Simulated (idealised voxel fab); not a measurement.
This is a process module. Its name is voxel released beams.
This is section cut - it's 200 nm across, gridded in 5 nm square cells.
When this document writes out a cross-section, it uses a grid of square cells and lists it as bands, beginning at the top and moving down, with a band standing for one or more rows of cells. Each band's line starts with the height of the band's top and of its bottom, in nm. Then come its materials from left to right, each with its width in nm. One material with "edge to edge" fills the band from edge to edge. "blank" is empty space. Heights are reckoned from 0. Under this level, the received wafer is all of one material. The bottommost band is open-ended downward, for example "z 0 and below". The notation "30->40" denotes a width that varies across the rows of cells in the band, beginning at the first number in the top row, finishing at the second number in the bottom row, and changing by an identical amount from each row to the next. "no modification" after a step means that no cell of the cross-section changed. "Listed closed voids": empty spaces of 8 cells or more with no open way to the top, each given as width x height at distance, distance from the left edge, all in nm. Step line, after settings: the simulator's comment on this step. If you see "overlay nm" on a step's line and that step has a mask, it's telling you how far right of where it was planned the mask ended up; a negative number means it went left instead.
Planned step list for the process
step 1: RECEIVE with material Si
step 2: CONFORMAL_DEP with material SiN, thk nm 5
step 3: DIRECTIONAL_DEP with material SiO2, thk nm 20
step 4: PATTERN with tone open, mask id ANCHOR, material resist, width nm 35, thk nm 15, overlay nm 0
step 5: DIRECTIONAL_ETCH with etch materials SiO2, depth nm 20
step 6: STRIP with etch materials resist
step 7: CONFORMAL_DEP with material polySi, thk nm 15
step 8: DIRECTIONAL_DEP with material aC, thk nm 15
step 9: PATTERN with tone cover, mask id BEAM, material resist, width nm 110, thk nm 30, overlay nm 0
step 10: DIRECTIONAL_ETCH with etch materials aC, depth nm 15
step 11: STRIP with etch materials resist
step 12: DIRECTIONAL_ETCH with etch materials polySi, depth nm 15
step 13: STRIP with etch materials aC
step 14: STRIP with etch materials SiO2
Cross-section of the incoming wafer, state after step 1
z 0 and below: Si edge to edge
Listed closed voids: none
Run as planned - first of the two wafers cross-sectioned at the end of the module
z 40 to 25: 40 blank, 20 polySi, 5 blank, 85 polySi, 50 blank
z 25 to 20: 45 blank, 15 polySi, 5 blank, 15 polySi, 120 blank
z 20 to 5: 45 blank, 35 polySi, 120 blank
z 5 to 0: SiN edge to edge
z 0 and below: Si edge to edge
Listed closed voids: none
Second wafer through the module, sectioned at the end: same beginning and same plan as the first wafer, with one mistake in carrying it out
z 55 to 40: 40 blank, 110 polySi, 50 blank
z 40 to 25: polySi edge to edge
z 25 to 5: 45 SiO2, 35 polySi, 120 SiO2
z 5 to 0: SiN edge to edge
z 0 and below: Si edge to edge
Listed closed voids: none
The plan and the run diverged here: step 7 in the plan was executed twice
Upon completion, the second wafer contains, in terms of cells, a greater or smaller amount of certain materials than the first wafer: 132 more of SiO2, 124 more of polySi
